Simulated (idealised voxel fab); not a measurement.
voxel released beams: a process module
Section shown: cut. Width: 175 nm. Cell size: 5 nm, square.
Cross-sections here: square-cell grids, written as top-down lists of bands, a band being one or more rows of cells. Top height, bottom height, nm. Materials left to right, width each, nm. Single material + "edge to edge" = fills band edge to edge. "blank" = empty. Basically, 0 is our baseline, since under it the wafer straight out of the box is all one material. The bottom band has no lower end and keeps on going down, so it looks like "0 -> down". A width such as "30..40" changes by the same amount from each row of cells to the next, from the band's top row to its bottom row. Where the words "nothing got changed" appear for a step, the cross-section shows no cell changed by that step; every cell remained as before. For the entry "Closed void roster", the listed items are empty spaces with no open way to the top whose size is 8 cells or more; each item follows the pattern width x height at distance, where distance is from the left edge and all three are in nm. Step line, after settings: the simulator's comment on this step. The "overlay nm" setting may appear on a step's line; for a step that uses a mask, it gives how far to the right of its planned position the mask lay, and a negative value indicates the left.
Steps planned for the process:
1) RECEIVE [material Si]
2) CONFORMAL_DEP [material SiN] [thk nm 5]
3) DIRECTIONAL_DEP [material SiO2] [thk nm 15]
4) PATTERN [tone open] [mask id ANCHOR] [material resist] [width nm 25] [thk nm 15] [overlay nm 0]
5) DIRECTIONAL_ETCH [etch materials SiO2] [depth nm 15]
6) STRIP [etch materials resist]
7) CONFORMAL_DEP [material TiN] [thk nm 10]
8) DIRECTIONAL_DEP [material aC] [thk nm 15]
9) PATTERN [tone cover] [mask id BEAM] [material resist] [width nm 95] [thk nm 30] [overlay nm 0]
10) DIRECTIONAL_ETCH [etch materials aC] [depth nm 15]
11) STRIP [etch materials resist]
12) DIRECTIONAL_ETCH [etch materials TiN] [depth nm 10]
13) STRIP [etch materials aC]
14) STRIP [etch materials SiO2]
Cross-section of the wafer at receipt, which is the condition after step 1:
* 0 -> down  Si edge to edge
* Closed void roster: none
Sectioned view, first of two wafers, at the close of the module, processed as intended in the plan:
* 30 -> 20  blank 35 | TiN 15 | blank 5 | TiN 75 | blank 45
* 20 -> 15  blank 40 | TiN 10 | blank 5 | TiN 10 | blank 110
* 15 -> 5  blank 40 | TiN 25 | blank 110
* 5 -> 0  SiN edge to edge
* 0 -> down  Si edge to edge
* Closed void roster: none
The second wafer, shown in cross-section after the module: started the same way as the first and given the same plan, yet one mistake crept into how it was run:
* 30 -> 20  blank 35 | TiN 95 | blank 45
* 20 -> 15  SiN edge to edge
* 15 -> 0  SiO2 edge to edge
* 0 -> down  Si edge to edge
* Closed void roster: none
Which mistake was made when the wafer was run? the executed order of steps 2 and 3 is the reverse of that specified in the plan, each step having taken the other's position
Wafer comparison, final, in cells, second relative to first, materials more or fewer: SiO2 +105, TiN -12
